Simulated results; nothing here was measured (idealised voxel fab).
Module name: voxel spacer lines (process module)
cross-section cut | 175 nm wide | cells 5 nm
The cross-sections in this document take the form of a grid made of square cells. They are written out as bands, in order from top to bottom. Each band consists of one or more rows of cells. What a band's entry tells you: where the top is and where the bottom is, as heights in nm, and after that what lies inside, material by material from left to right, each with its width in nm. Empty space is written as the word "empty", and a single material marked with the word "all across" occupies the band from edge to edge. All heights in this document are referenced to 0, defined as the level beneath which the wafer, as received, consists entirely of one material. The lowest band is not bounded below; it extends indefinitely downward and is written in the form "0 and below". Graded width ("30->40"): value in top row of band = first number; value in bottom row = second number; row-to-row change constant. The designation "left unchanged", where it is given for a processing step, indicates that no cell of the cross-section was altered in the course of that step. Entry "Enclosed internal cavities" = empty spaces >= 8 cells with no open way to the top; each as width x height at distance, distance from left edge, all nm. Formally, on a step line, whatever follows the settings is a remark that the simulator itself makes on the step. overlay nm: mask offset rightward from planned place, masked step; negative means leftward offset.

The planned process steps are enumerated hereunder:
1: RECEIVE (material Si)
2: CONFORMAL_DEP (material Al2O3; thk nm 10)
3: DIRECTIONAL_DEP (material TiN; thk nm 15)
4: DIRECTIONAL_DEP (material polySi; thk nm 25)
5: PATTERN (tone cover; mask id MANDREL; material resist; width nm 25; pitch nm 70; thk nm 30; overlay nm 0)
6: DIRECTIONAL_ETCH (etch materials polySi; depth nm 25)
7: STRIP (etch materials resist)
8: CONFORMAL_DEP (material SiN; thk nm 10)
9: DIRECTIONAL_ETCH (etch materials SiN; depth nm 10)
10: STRIP (etch materials polySi)
11: DIRECTIONAL_ETCH (etch materials TiN; depth nm 15)
12: STRIP (etch materials SiN)

As-received wafer cross-section (after step 1):
* 0 and below  Si all across
* Enclosed internal cavities: none

Here's the cross-section of the first of our two wafers at the end of the module - it ran as planned:
* 25 down to 10  empty: 30  TiN: 10  empty: 25  TiN: 10  empty: 25  TiN: 10  empty: 25  TiN: 10  empty: 30
* 10 down to 0  Al2O3 all across
* 0 and below  Si all across
* Enclosed internal cavities: none

Cross-sectional view of the second of two wafers upon completion of the module. This wafer shared its starting condition and process plan with the first; one error was made during its execution:
* 25 down to 10  empty: 40  TiN: 10  empty: 25  TiN: 10  empty: 25  TiN: 10  empty: 25  TiN: 10  empty: 20
* 10 down to 0  Al2O3 all across
* 0 and below  Si all across
* Enclosed internal cavities: none
The mistake made against the process plan was this: step 5 ran differently from the plan; actual operation with settings: PATTERN (tone cover; mask id MANDREL; material resist; width nm 25; pitch nm 70; thk nm 30; overlay nm 10)
Heads up: at the end the two wafers have identical cell counts per material, they're just laid out differently.
